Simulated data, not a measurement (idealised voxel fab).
Module name: voxel air gaps (process module)
Xsec cut, 255 nm wide, square cell size 5 nm.
A cross-section is written here as square cells arranged in a grid, and it is given in bands from the top down, each band taking up one or more rows of cells. Quick guide to a band line: top height, bottom height (nm) up front; then every material left to right with its width in nm. Only one material and it's marked "everywhere"? Then it fills the band edge to edge. And "air" just means empty space. The level at which height equals 0 is the one under which the wafer, as it arrives, is entirely one material. No lower edge exists for the bottom band, which continues downward and is notated as in "0 -> down". Per-row width for "30 to 40": begins at first number (top row of band), ends at second number (bottom row), increment between rows held constant. It should be understood that the words "no alteration", when stated for a given step, signify that the cross-section underwent no change in any of its cells during that step. For the entry "Closed void inventory", the listed items are empty spaces with no open way to the top whose size is 8 cells or more; each item follows the pattern width x height at distance, where distance is from the left edge and all three are in nm. If you see something after the settings on a step's line, that's the simulator's own remark about that step. overlay nm: for a step with a mask, the amount by which the mask lay right of where it was planned; a negative amount means left of it.
[Planned step list for the process]
1,RECEIVE [material Si]
2,CONFORMAL_DEP [material SiO2] [thk nm 10]
3,CONFORMAL_DEP [material SiN] [thk nm 5]
4,DIRECTIONAL_DEP [material lowk] [thk nm 40]
5,PATTERN [tone open] [mask id LINES] [material resist] [width nm 15] [pitch nm 40] [thk nm 15] [overlay nm 0]
6,DIRECTIONAL_ETCH [etch materials lowk] [depth nm 40]
7,STRIP [etch materials resist]
8,CONFORMAL_DEP [material TiN] [thk nm 5]
9,FILL_DEP [material Cu] [thk nm 5]
10,CMP [height nm 55]
11,EPI [material Ru] [thk nm 10]
12,SELECTIVE_ETCH [etch materials lowk] [depth nm 50]
13,CONFORMAL_DEP [material SiN] [thk nm 5]
[So this is the incoming wafer in cross-section - it's already been through step 1]
> 0 -> down: Si everywhere
> Closed void inventory: none
[Wafer cross-section at end of module: start and plan as shown above, one execution error]
> 75 -> 70: SiN everywhere
> 70 -> 60: Ru everywhere
> 60 -> 55: TiN=65, Cu=5, TiN=35, Cu=5, TiN=35, Cu=5, TiN=35, Cu=5, TiN=65
> 55 -> 20: lowk=60, TiN=5, Cu=5, TiN=5, lowk=25, TiN=5, Cu=5, TiN=5, lowk=25, TiN=5, Cu=5, TiN=5, lowk=25, TiN=5, Cu=5, TiN=5, lowk=60
> 20 -> 15: lowk=60, TiN=15, lowk=25, TiN=15, lowk=25, TiN=15, lowk=25, TiN=15, lowk=60
> 15 -> 10: SiN everywhere
> 10 -> 0: SiO2 everywhere
> 0 -> down: Si everywhere
> Closed void inventory: none
What was done differently from what was planned? step 10 was run on a setting that differed from the plan, and what really ran there is CMP [height nm 60]
